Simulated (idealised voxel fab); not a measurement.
Documented hereafter: the process module known as voxel ribs on slabs.
Cross-section cut spans 275 nm and uses square cells 5 nm in size.
Cross-section = grid of square cells, listed top down in bands; band = one or more rows. Read a band's entry like this: the first values are the height of its top and the height of its bottom in nm, and what follows is the sequence of materials from left to right, each with its width in nm. Note that "empty" is empty space, and that a single material marked "full width" reaches across the band from edge to edge. All heights in this document are referenced to 0, defined as the level beneath which the wafer, as received, consists entirely of one material. The lowest band is not bounded below; it extends indefinitely downward and is written in the form "0..down". Graded width ("30 to 40"): value in top row of band = first number; value in bottom row = second number; row-to-row change constant. It should be understood that the words "everything unchanged", when stated for a given step, signify that the cross-section underwent no change in any of its cells during that step. Any empty space of 8 cells or more lacking an open way to the top shows up in "Sealed cavities" as width x height at distance, distance from the left edge, in nm. Read whatever lies past the settings on a step's line as the simulator's own remark about the step. The line of a step may include "overlay nm". On a step with a mask, this value is how far to the right of its planned place the mask lay. A negative value means the mask lay to the left.

The planned process steps are enumerated hereunder
step 1: RECEIVE, material Si
step 2: DIRECTIONAL_DEP, material SiO2, thk nm 30
step 3: DIRECTIONAL_DEP, material polySi, thk nm 25
step 4: MASKED_ETCH, tone cover, mask id RIB, width nm 15, etch materials polySi, depth nm 15, overlay nm 0
step 5: PATTERN, tone cover, mask id SLAB, material resist, width nm 75, thk nm 15, overlay nm 0
step 6: DIRECTIONAL_ETCH, etch materials polySi, depth nm 10
step 7: STRIP, etch materials resist
step 8: FILL_DEP, material SiO2, thk nm 25
step 9: CMP, height nm 75
step 10: DIRECTIONAL_DEP, material W, thk nm 5
step 11: DIRECTIONAL_DEP, material aC, thk nm 15
step 12: PATTERN, tone cover, mask id HEATER, material resist, width nm 25, thk nm 30, overlay nm 0
step 13: DIRECTIONAL_ETCH, etch materials aC, depth nm 15
step 14: STRIP, etch materials resist
step 15: DIRECTIONAL_ETCH, etch materials W, depth nm 5
step 16: STRIP, etch materials aC
step 17: CONFORMAL_DEP, material SiO2, thk nm 10

First of two wafers, with the run carried out as planned

Cross-section of the wafer at receipt, which is the condition after step 1
- 0..down = Si full width
- Sealed cavities: none

So this is the wafer cross-section right after step 2
- 30..0 = SiO2 full width
- Heights below 0 show no change.

So this is the wafer cross-section right after step 3
- 55..30 = polySi full width
- Heights below 30 show no change.

So this is the wafer cross-section right after step 4
- 55..40 = 130 empty, 15 polySi, 130 empty
- Heights below 40 show no change.

So this is the wafer cross-section right after step 5
- 70..55 = 100 empty, 75 resist, 100 empty
- 55..40 = 100 empty, 30 resist, 15 polySi, 30 resist, 100 empty
- Heights below 40 show no change.

So this is the wafer cross-section right after step 6
- 70..55 = 100 empty, 75 resist, 100 empty
- 55..40 = 100 empty, 30 resist, 15 polySi, 30 resist, 100 empty
- 40..30 = 100 empty, 75 polySi, 100 empty
- Heights below 30 show no change.

So this is the wafer cross-section right after step 7
- 55..40 = 130 empty, 15 polySi, 130 empty
- Heights below 40 show no change.

So this is the wafer cross-section right after step 8
- 80..55 = SiO2 full width
- 55..40 = 130 SiO2, 15 polySi, 130 SiO2
- 40..30 = 100 SiO2, 75 polySi, 100 SiO2
- Heights below 30 show no change.

So this is the wafer cross-section right after step 9
- 75..55 = SiO2 full width
- Heights below 55 show no change.

So this is the wafer cross-section right after step 10
- 80..75 = W full width
- Heights below 75 show no change.

So this is the wafer cross-section right after step 11
- 95..80 = aC full width
- Heights below 80 show no change.

So this is the wafer cross-section right after step 12
- 125..95 = 125 empty, 25 resist, 125 empty
- Heights below 95 show no change.

So this is the wafer cross-section right after step 13
- 110..95 = 125 empty, 25 resist, 125 empty
- 95..80 = 125 empty, 25 aC, 125 empty
- Heights below 80 show no change.

So this is the wafer cross-section right after step 14
- 95..80 = 125 empty, 25 aC, 125 empty
- Heights below 80 show no change.

So this is the wafer cross-section right after step 15
- 95..80 = 125 empty, 25 aC, 125 empty
- 80..75 = 125 empty, 25 W, 125 empty
- Heights below 75 show no change.

So this is the wafer cross-section right after step 16
- 80..75 = 125 empty, 25 W, 125 empty
- Heights below 75 show no change.

So this is the wafer cross-section right after step 17
- 90..85 = 115 empty, 45 SiO2, 115 empty
- 85..80 = SiO2 full width
- 80..75 = 125 SiO2, 25 W, 125 SiO2
- Heights below 75 show no change.

For the second wafer, take the first wafer's start and plan, then add one mistake made in running it; everything through step 16, that step included, is shared with the first

Second wafer, section view, time point: scheduled end of step 17
- 85..80 = 120 empty, 35 SiO2, 120 empty
- 80..75 = 125 SiO2, 25 W, 125 SiO2
- Heights below 75 show no change.
Diagnosis: step 17 was processed under conditions differing from the plan, specifically as CONFORMAL_DEP, material SiO2, thk nm 5
Heads up, by the end the second wafer has more or fewer cells of some materials compared to the first: -57 SiO2
